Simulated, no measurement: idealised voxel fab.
Process module in this document: voxel quadruple lines
Section shown: cut. Width: 220 nm. Cell size: 5 nm, square.
The cross-sections in this document take the form of a grid made of square cells. They are written out as bands, in order from top to bottom. Each band consists of one or more rows of cells.
First you get the band's top height and its bottom height, in nm, and then the materials it's made of, left to right, with each width in nm. If you see a single material with "all across", that one covers the band edge to edge. "empty" is empty space.
Below 0: as-received wafer, all one material; heights counted from there. Lowest band: no bottom, goes on down, written "0 -> down".
Read "30 to 40" as a graded width: first number on top, second number at the bottom, same change between each pair of neighbouring rows.
When a step is marked "no modifications", none of the cells in the cross-section changed during that step.
If an empty space has no open way to the top and is at least 8 cells in size, "Trapped voids" lists it, written width x height at distance, where distance is measured from the left edge and every value is in nm.
It should be noted that, on the line of a given step, the content following the step's settings is a remark produced by the simulator itself with respect to that step.
The setting "overlay nm" may be written on the line of a step. When the step uses a mask, the value reports how far to the right of the planned place the mask lay, and a negative value reports that it lay to the left.
The process steps that were planned are listed below:
1: RECEIVE (material Si)
2: CONFORMAL_DEP (material SiO2; thk nm 5)
3: DIRECTIONAL_DEP (material W; thk nm 15)
4: DIRECTIONAL_DEP (material polySi; thk nm 20)
5: DIRECTIONAL_DEP (material aC; thk nm 20)
6: PATTERN (tone cover; mask id MANDREL; material resist; width nm 15; thk nm 30; overlay nm 0)
7: DIRECTIONAL_ETCH (etch materials aC; depth nm 20)
8: STRIP (etch materials resist)
9: CONFORMAL_DEP (material SiO2; thk nm 15)
10: DIRECTIONAL_ETCH (etch materials SiO2; depth nm 15)
11: STRIP (etch materials aC)
12: DIRECTIONAL_ETCH (etch materials polySi; depth nm 20)
13: STRIP (etch materials SiO2)
14: CONFORMAL_DEP (material SiCN; thk nm 5)
15: DIRECTIONAL_ETCH (etch materials SiCN; depth nm 5)
16: STRIP (etch materials polySi)
17: DIRECTIONAL_ETCH (etch materials W; depth nm 15)
18: STRIP (etch materials SiCN)
19: FILL_DEP (material lowk; thk nm 10)
20: CMP (height nm 20)
Split variable: width nm, step 6. Plan value = first wafer. Wafers start alike.
The first of several wafers, as received after step 1, seen in section:
> 0 -> down = Si all across
> Trapped voids: none
The cross-section of the first of several wafers is given below for the end of the module, after its final step, step 20:
> 20 -> 5 = lowk=80 / W=5 / lowk=15 / W=5 / lowk=5 / W=5 / lowk=15 / W=5 / lowk=85
> 5 -> 0 = SiO2 all across
> 0 -> down = Si all across
> Trapped voids: none
End of module: cross-section, last of several wafers:
> 20 -> 5 = lowk=70 / W=5 / lowk=15 / W=5 / lowk=30 / W=5 / lowk=15 / W=5 / lowk=70
> 5 -> 0 = SiO2 all across
> 0 -> down = Si all across
> Trapped voids: none
End of module, by wafer: material-by-material cell gain (+) or loss (-) since receipt, then closed voids:
width nm 15 | +44 SiO2 | +12 W | +120 lowk | Trapped voids: none
width nm 20 | +44 SiO2 | +12 W | +120 lowk | Trapped voids: none
width nm 25 | +44 SiO2 | +12 W | +120 lowk | Trapped voids: none
width nm 30 | +44 SiO2 | +12 W | +120 lowk | Trapped voids: none
width nm 35 | +44 SiO2 | +12 W | +120 lowk | Trapped voids: none
width nm 40 | +44 SiO2 | +12 W | +120 lowk | Trapped voids: none
